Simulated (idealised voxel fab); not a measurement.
Process module heading - voxel self aligned vias
Cross-section cut spans 280 nm and uses square cells 5 nm in size.
For the purposes of this document, a cross-section shall be understood as a grid of square cells, specified as bands listed in top-to-bottom order, each band consisting of one or more rows of cells. Band entry format. Leading values: height of top, height of bottom, nm. Remainder: materials in left-to-right order, each with its width in nm. Special words: "throughout" on a single material, which then fills the band edge to edge; "empty", empty space. Where do heights start? At 0: under that level the wafer as delivered is made of one material only. And the lowest band has no floor; it just carries on downward, as in "0 and below". A width such as "30 to 40" changes by the same amount from each row of cells to the next, from the band's top row to its bottom row. The designation "nothing different", where it is given for a processing step, indicates that no cell of the cross-section was altered in the course of that step. Basically, "Closed voids list" tells you about the enclosed voids: empty spaces with no open way to the top, 8 cells or bigger, each written width x height at distance, where distance is from the left edge, all in nm. On each step's line, the part that comes after the settings is the simulator's own comment on the step. overlay nm: how far to the right of its planned place the mask lay on this masked step (negative: to the left).
### Process steps (planned)
step 1: RECEIVE: material Si
step 2: CONFORMAL_DEP: material SiO2, thk nm 10
step 3: CONFORMAL_DEP: material SiCN, thk nm 5
step 4: DIRECTIONAL_DEP: material lowk, thk nm 20
step 5: MASKED_ETCH: tone open, mask id LINES, width nm 20, pitch nm 65, etch materials lowk, depth nm 20, overlay nm 0
step 6: CONFORMAL_DEP: material TiN, thk nm 5
step 7: FILL_DEP: material W, thk nm 10
step 8: CMP: height nm 35
step 9: SELECTIVE_ETCH: etch materials W Ru TiN, depth nm 5
step 10: FILL_DEP: material SiN, thk nm 10
step 11: CMP: height nm 35
step 12: DIRECTIONAL_DEP: material lowk, thk nm 20
step 13: PATTERN: tone open, mask id VIAS, material resist, width nm 40, thk nm 15, overlay nm 0
step 14: DIRECTIONAL_ETCH: etch materials lowk, depth nm 20
step 15: DIRECTIONAL_ETCH: etch materials SiN, depth nm 5
step 16: STRIP: etch materials resist
step 17: CONFORMAL_DEP: material TiN, thk nm 5
step 18: FILL_DEP: material Ru, thk nm 5
step 19: CMP: height nm 55
step 20: CONFORMAL_DEP: material SiN, thk nm 5
### Wafer at receipt (post step 1), cross-section
  0 and below = Si throughout
  Closed voids list: none
### Same starting wafer, same plan as above, one mistake in the execution; this is the cross-section at the end of the module
  60 down to 55 = SiN throughout
  55 down to 40 = 95 of lowk / 5 of TiN / 30 of Ru / 5 of TiN / 145 of lowk
  40 down to 35 = 95 of lowk / 5 of TiN / 10 of Ru / 25 of TiN / 145 of lowk
  35 down to 30 = 95 of lowk / 20 of TiN / 45 of lowk / 20 of SiN / 100 of lowk
  30 down to 20 = 95 of lowk / 5 of TiN / 10 of W / 5 of TiN / 45 of lowk / 5 of TiN / 10 of W / 5 of TiN / 100 of lowk
  20 down to 15 = 95 of lowk / 20 of TiN / 45 of lowk / 20 of TiN / 100 of lowk
  15 down to 10 = SiCN throughout
  10 down to 0 = SiO2 throughout
  0 and below = Si throughout
  Closed voids list: none
What went wrong in running the wafer? step 13: run off-plan, actual operation and settings PATTERN: tone open, mask id VIAS, material resist, width nm 40, thk nm 15, overlay nm 10
